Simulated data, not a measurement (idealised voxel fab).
Documented hereafter: the process module known as voxel wiring stack.
The width of the displayed cross-section, cut, is 290 nm; its cells are square, with a size of 5 nm.
Cross-section layout: square cells on a grid; listed as bands, top to bottom; a band spans one or more cell rows.
Heads up on the band format: heights come first, top then bottom, in nm. After that it's the materials left to right, each with its width in nm. A single material flagged "everywhere" fills the whole band edge to edge, and "empty" means there's empty space there.
The reference from which all heights are counted is 0, the level beneath which the as-received wafer is entirely one material; the lowest band, having no lower bound, proceeds downward and is written after the example "0 and below".
With a width like "30..40", each row of cells in the band differs from the next by the same amount, the top row carrying the first number and the bottom row the second.
Step note "same as before" = no cross-section cell changed.
"Closed internal cavities" enumerates empty spaces isolated from the top, with no open way to it, that contain at least 8 cells, giving each as width x height at distance from the left edge, all three in nm.
Post-settings text on a step line: simulator's own remark regarding the step.
For masked steps, "overlay nm" on the step line gives how far right of plan the mask actually lay; a minus sign means it lay to the left.

PLANNED PROCESS STEPS
1. RECEIVE [material Si]
2. CONFORMAL_DEP [material SiO2] [thk nm 10]
3. DIRECTIONAL_DEP [material TiN] [thk nm 5]
4. DIRECTIONAL_DEP [material W] [thk nm 20]
5. MASKED_ETCH [tone cover] [mask id METAL_1] [width nm 25] [pitch nm 45] [etch materials W] [depth nm 20] [overlay nm 0]
6. MASKED_ETCH [tone cover] [mask id METAL_1] [width nm 25] [pitch nm 45] [etch materials TiN] [depth nm 5] [overlay nm 0]
7. FILL_DEP [material lowk] [thk nm 5]
8. CMP [height nm 35]
9. CONFORMAL_DEP [material SiCN] [thk nm 5]
10. DIRECTIONAL_DEP [material lowk] [thk nm 30]
11. DIRECTIONAL_DEP [material aC] [thk nm 10]
12. PATTERN [tone open] [mask id METAL_2_HOLES] [material resist] [width nm 15] [thk nm 30] [overlay nm 0]
13. DIRECTIONAL_ETCH [etch materials aC] [depth nm 10]
14. STRIP [etch materials resist]
15. DIRECTIONAL_ETCH [etch materials lowk] [depth nm 30]
16. STRIP [etch materials aC]
17. MASKED_ETCH [tone open] [mask id METAL_2] [width nm 25] [pitch nm 45] [etch materials lowk] [depth nm 15] [overlay nm 0]
18. MASKED_ETCH [tone open] [mask id METAL_2] [width nm 25] [pitch nm 45] [etch materials SiCN] [depth nm 5] [overlay nm 0]
19. CONFORMAL_DEP [material TiN] [thk nm 5]
20. FILL_DEP [material Ru] [thk nm 10]
21. CMP [height nm 70]
22. CONFORMAL_DEP [material SiN] [thk nm 5]

CROSS-SECTION, INCOMING MATERIAL, AFTER STEP 1
  0 and below = Si everywhere
  Closed internal cavities: none

THIS IS HOW THE WAFER LOOKS IN CROSS-SECTION ONCE THE MODULE IS DONE, GIVEN THE STARTING STATE AND PLAN ABOVE AND ONE MISTAKE IN CARRYING THE PLAN OUT
  90 down to 85 = SiN everywhere
  85 down to 75 = Ru everywhere
  75 down to 70 = 115 of TiN  15 of Ru  30 of TiN  15 of Ru  115 of TiN
  70 down to 60 = 110 of lowk  5 of TiN  15 of Ru  5 of TiN  20 of lowk  5 of TiN  15 of Ru  5 of TiN  110 of lowk
  60 down to 55 = 110 of lowk  5 of TiN  5 of Ru  15 of TiN  20 of lowk  25 of TiN  110 of lowk
  55 down to 40 = 110 of lowk  5 of TiN  5 of Ru  5 of TiN  165 of lowk
  40 down to 35 = 110 of SiCN  15 of TiN  165 of SiCN
  35 down to 15 = 110 of lowk  25 of W  20 of lowk  25 of W  110 of lowk
  15 down to 10 = 110 of lowk  25 of TiN  20 of lowk  25 of TiN  110 of lowk
  10 down to 0 = SiO2 everywhere
  0 and below = Si everywhere
  Closed internal cavities: none
Against the plan, the run slipped here: plan step 21 skipped
